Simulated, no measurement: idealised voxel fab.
The process module that follows is named voxel lift off.
Pictured: cross-section cut, 285 nm wide, on a grid of 5 nm square cells.
The cross-sections in this document take the form of a grid made of square cells. They are written out as bands, in order from top to bottom. Each band consists of one or more rows of cells.
Within each band entry, the heights of the top and of the bottom of the band appear first, in that order and in nm; the materials of the band then follow from left to right, each with its corresponding width in nm. The designation "all across" on a single material indicates that it fills the band from edge to edge; the designation "blank" indicates empty space.
A quick word on heights: they are counted from 0, and under that level the wafer as it came to us is one material throughout. The lowest band is different from the rest in having no bottom; it simply continues downward, written as in "0 nm and below".
The expression "30->40" gives the width at the extremes of the band, the first number at its top row of cells and the second at its bottom row, with the width changing by equal amounts from each row to the next in between.
"no alterations made", as given for a step, is the statement that not any cell of the cross-section underwent a change during that step.
"Voids, sealed" - sealed voids, min. 8 cells, no opening to top; format: width x height at distance (distance from left edge; nm throughout).
Text after the settings on a step's line: the simulator's own remark on that step.
overlay nm: mask offset rightward from planned place, masked step; negative means leftward offset.

plan
| 1 | op RECEIVE | material Si |
| 2 | op CONFORMAL_DEP | material SiO2 | thk nm 15 |
| 3 | op PATTERN | tone open | mask id LINES | material resist | width nm 20 | pitch nm 35 | thk nm 30 | overlay nm 0 |
| 4 | op DIRECTIONAL_DEP | material Ru | thk nm 15 |
| 5 | op STRIP | etch materials resist |
| 6 | op CONFORMAL_DEP | material SiN | thk nm 10 |

Cross-section of the incoming wafer, state after step 1
- 0 nm and below | Si all across
- Voids, sealed: none

Run as planned - first of the two wafers cross-sectioned at the end of the module
- 40 nm to 30 nm | blank=85 / SiN=110 / blank=90
- 30 nm to 25 nm | blank=85 / SiN=10 / Ru=20 / SiN=15 / Ru=20 / SiN=15 / Ru=20 / SiN=10 / blank=90
- 25 nm to 15 nm | SiN=95 / Ru=20 / SiN=15 / Ru=20 / SiN=15 / Ru=20 / SiN=100
- 15 nm to 0 nm | SiO2 all across
- 0 nm and below | Si all across
- Voids, sealed: none

What the second wafer looks like in cross-section once the module is done. Its start and its plan matched the first wafer's exactly; what differed was one mistake in how it was run
- 40 nm to 30 nm | SiN all across
- 30 nm to 15 nm | Ru=95 / SiN=20 / Ru=15 / SiN=20 / Ru=15 / SiN=20 / Ru=100
- 15 nm to 0 nm | SiO2 all across
- 0 nm and below | Si all across
- Voids, sealed: none
Plan not followed: planned and actual differ for step 3; actual: op PATTERN | tone cover | mask id LINES | material resist | width nm 20 | pitch nm 35 | thk nm 30 | overlay nm 0
Wrapping up, a cell-based count of both wafers puts the second over or under the first for these materials: +99 Ru | +6 SiN
